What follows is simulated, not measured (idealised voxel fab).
The process module that follows is named voxel plated lines.
The figure presents cross-section cut, which has a width of 220 nm and is divided into square cells with an edge length of 5 nm.
For the purposes of this document, a cross-section shall be understood as a grid of square cells, specified as bands listed in top-to-bottom order, each band consisting of one or more rows of cells. In this notation a band is specified by the heights of its top and bottom, in that order and in nm, after which its materials appear from left to right, each paired with its width in nm. The word "all across" attached to a single material means that material fills the band from edge to edge; the word "air" stands for empty space. All heights in this document are referenced to 0, defined as the level beneath which the wafer, as received, consists entirely of one material. The lowest band is not bounded below; it extends indefinitely downward and is written in the form "0 down". Per-row width for "30->40": begins at first number (top row of band), ends at second number (bottom row), increment between rows held constant. You'll sometimes find "same as before" written for a step, and that's the way of saying that nowhere in the cross-section did a cell change during that step. If an empty space has no open way to the top and is at least 8 cells in size, "Voids, sealed" lists it, written width x height at distance, where distance is measured from the left edge and every value is in nm. It should be noted that, on the line of a given step, the content following the step's settings is a remark produced by the simulator itself with respect to that step. What "overlay nm" on a step's line means: if the step has a mask, that mask lay this far to the right of its planned place, or, when the value is negative, to the left.
-- The process steps that were planned are listed below
1) RECEIVE [material Si]
2) CONFORMAL_DEP [material Al2O3] [thk nm 15]
3) DIRECTIONAL_DEP [material TiN] [thk nm 5]
4) PATTERN [tone open] [mask id LINES] [material resist] [width nm 15] [pitch nm 30] [thk nm 40] [overlay nm 0]
5) EPI [material Ru] [thk nm 5]
6) EPI [material Ru] [thk nm 10]
7) EPI [material Ru] [thk nm 5]
8) STRIP [etch materials resist]
9) DIRECTIONAL_ETCH [etch materials TiN] [depth nm 5]
10) CONFORMAL_DEP [material SiCN] [thk nm 5]
-- as received, after step 1
    0 down  Si all across
    Voids, sealed: none
-- Looking at the first of two wafers in cross-section at end of module - ran to plan
    45 to 40  air (65); SiCN (25); air (5); SiCN (25); air (5); SiCN (25); air (70)
    40 to 20  air (65); SiCN (5); Ru (15); SiCN (5); air (5); SiCN (5); Ru (15); SiCN (5); air (5); SiCN (5); Ru (15); SiCN (5); air (70)
    20 to 15  SiCN (70); TiN (15); SiCN (15); TiN (15); SiCN (15); TiN (15); SiCN (75)
    15 to 0  Al2O3 all across
    0 down  Si all across
    Voids, sealed: none
-- Wafer two (of two), end-of-module cross-section: start = wafer one, plan = wafer one, one run mistake
    45 to 40  SiCN (75); air (5); SiCN (25); air (5); SiCN (25); air (5); SiCN (80)
    40 to 20  Ru (70); SiCN (5); air (5); SiCN (5); Ru (15); SiCN (5); air (5); SiCN (5); Ru (15); SiCN (5); air (5); SiCN (5); Ru (75)
    20 to 15  TiN (70); SiCN (15); TiN (15); SiCN (15); TiN (15); SiCN (15); TiN (75)
    15 to 0  Al2O3 all across
    0 down  Si all across
    Voids, sealed: none
Plan not followed: step 4 was run on a setting that differed from the plan, and what really ran there is PATTERN [tone cover] [mask id LINES] [material resist] [width nm 15] [pitch nm 30] [thk nm 40] [overlay nm 0]
At the finish, the second wafer shows more or fewer cells for some materials than the first does: Ru +104, TiN +26
